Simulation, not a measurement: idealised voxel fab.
process module | voxel transistor to metal
Displayed cross-section: cut, width of 165 nm, square cells sized 5 nm.
Cross-section, as written here: a square-cell grid given band by band from the top down, where a band holds one or more rows of cells.
In this notation a band is specified by the heights of its top and bottom, in that order and in nm, after which its materials appear from left to right, each paired with its width in nm. The word "throughout" attached to a single material means that material fills the band from edge to edge; the word "blank" stands for empty space.
All heights in this document are referenced to 0, defined as the level beneath which the wafer, as received, consists entirely of one material. The lowest band is not bounded below; it extends indefinitely downward and is written in the form "0 down".
The width entry "30 to 40" should be interpreted row by row: the top row of cells in the band takes the first number, the bottom row takes the second number, and the change between adjacent rows is uniform throughout.
Step marked "remained the same"? Then no cell in the cross-section changed in it.
Basically, "Entrapped voids" tells you about the enclosed voids: empty spaces with no open way to the top, 8 cells or bigger, each written width x height at distance, where distance is from the left edge, all in nm.
Anything after a step's settings on that line? It's the simulator's own note about the step.
You can add "overlay nm" to a step's line. For a step with a mask, it describes how far the mask lay to the right of its planned position, and a negative number describes a lay to the left.
-- These are the steps we planned for the process
| 1 | op RECEIVE | material Si |
| 2 | op OXIDIZE | depth nm 5 |
| 3 | op CONFORMAL_DEP | material SiN | thk nm 10 |
| 4 | op MASKED_ETCH | tone cover | mask id ACTIVE | width nm 115 | etch materials SiN | depth nm 10 | overlay nm 0 |
| 5 | op MASKED_ETCH | tone cover | mask id ACTIVE | width nm 115 | etch materials SiO2 | depth nm 5 | overlay nm 0 |
| 6 | op MASKED_ETCH | tone cover | mask id ACTIVE | width nm 115 | etch materials Si | depth nm 35 | overlay nm 0 |
| 7 | op OXIDIZE | depth nm 5 |
| 8 | op FILL_DEP | material SiO2 | thk nm 15 |
| 9 | op CMP | height nm 10 |
| 10 | op SELECTIVE_ETCH | etch materials SiO2 | depth nm 10 |
| 11 | op STRIP | etch materials SiN |
| 12 | op SELECTIVE_ETCH | etch materials SiO2 | depth nm 5 |
| 13 | op OXIDIZE | depth nm 5 |
| 14 | op DIRECTIONAL_DEP | material polySi | thk nm 25 |
| 15 | op DIRECTIONAL_DEP | material SiCN | thk nm 10 |
| 16 | op MASKED_ETCH | tone cover | mask id GATE | width nm 35 | etch materials SiCN | depth nm 20 | overlay nm 0 |
| 17 | op MASKED_ETCH | tone cover | mask id GATE | width nm 35 | etch materials polySi | depth nm 35 | overlay nm 0 |
| 18 | op CONFORMAL_DEP | material SiN | thk nm 10 |
| 19 | op DIRECTIONAL_ETCH | etch materials SiN | depth nm 10 |
| 20 | op DIRECTIONAL_ETCH | etch materials SiO2 | depth nm 5 |
| 21 | op DIRECTIONAL_ETCH | etch materials Si | depth nm 5 |
| 22 | op EPI | material SiGe | thk nm 5 |
| 23 | op FILL_DEP | material SiO2 | thk nm 10 |
| 24 | op CMP | height nm 20 |
| 25 | op STRIP | etch materials polySi |
| 26 | op SELECTIVE_ETCH | etch materials SiO2 | depth nm 5 |
| 27 | op CONFORMAL_DEP | material HfO2 | thk nm 5 |
| 28 | op CONFORMAL_DEP | material TiN | thk nm 5 |
| 29 | op FILL_DEP | material W | thk nm 5 |
| 30 | op CMP | height nm 15 |
| 31 | op DIRECTIONAL_DEP | material SiO2 | thk nm 10 |
| 32 | op DIRECTIONAL_DEP | material aC | thk nm 10 |
| 33 | op PATTERN | tone open | mask id CONTACT | material resist | width nm 20 | pitch nm 85 | thk nm 30 | overlay nm 0 |
| 34 | op DIRECTIONAL_ETCH | etch materials aC | depth nm 10 |
| 35 | op STRIP | etch materials resist |
| 36 | op DIRECTIONAL_ETCH | etch materials SiO2 | depth nm 35 |
| 37 | op STRIP | etch materials aC |
| 38 | op CONFORMAL_DEP | material TiN | thk nm 5 |
| 39 | op FILL_DEP | material W | thk nm 5 |
| 40 | op CMP | height nm 25 |
| 41 | op DIRECTIONAL_DEP | material TiN | thk nm 5 |
| 42 | op DIRECTIONAL_DEP | material W | thk nm 25 |
| 43 | op MASKED_ETCH | tone cover | mask id METAL_1 | width nm 20 | pitch nm 85 | etch materials W | depth nm 25 | overlay nm -15 |
| 44 | op MASKED_ETCH | tone cover | mask id METAL_1 | width nm 20 | pitch nm 85 | etch materials TiN | depth nm 5 | overlay nm 0 |
| 45 | op CONFORMAL_DEP | material SiN | thk nm 5 |
| 46 | op FILL_DEP | material lowk | thk nm 5 |
| 47 | op CMP | height nm 55 |
| 48 | op CONFORMAL_DEP | material SiCN | thk nm 5 |
The plan's step 43 overlay nm is the first wafer's value; the wafers differ in this setting and start identical.
-- The as-received cross-section of the first of several wafers corresponds to the state after step 1
  0 down = Si throughout
  Entrapped voids: none
-- Every row in this table is a wafer at the end of the module, and it gives, for each of the materials, the cells that wafer has gained (+) or lost (-) since it was received, then its closed voids
overlay nm -15 | +17 HfO2 | -160 Si | +33 SiCN | +12 SiGe | +61 SiN | +204 SiO2 | +57 TiN | +73 W | +99 lowk | Entrapped voids: none
overlay nm -10 | +17 HfO2 | -160 Si | +33 SiCN | +12 SiGe | +61 SiN | +204 SiO2 | +55 TiN | +73 W | +101 lowk | Entrapped voids: none
overlay nm -5 | +17 HfO2 | -160 Si | +33 SiCN | +12 SiGe | +61 SiN | +204 SiO2 | +53 TiN | +73 W | +103 lowk | Entrapped voids: none
overlay nm 0 | +17 HfO2 | -160 Si | +33 SiCN | +12 SiGe | +61 SiN | +204 SiO2 | +51 TiN | +73 W | +105 lowk | Entrapped voids: none
overlay nm 5 | +17 HfO2 | -160 Si | +33 SiCN | +12 SiGe | +61 SiN | +204 SiO2 | +53 TiN | +73 W | +103 lowk | Entrapped voids: none
overlay nm 10 | +17 HfO2 | -160 Si | +33 SiCN | +12 SiGe | +61 SiN | +204 SiO2 | +55 TiN | +73 W | +101 lowk | Entrapped voids: none
overlay nm 15 | +17 HfO2 | -160 Si | +33 SiCN | +12 SiGe | +61 SiN | +204 SiO2 | +57 TiN | +73 W | +99 lowk | Entrapped voids: none
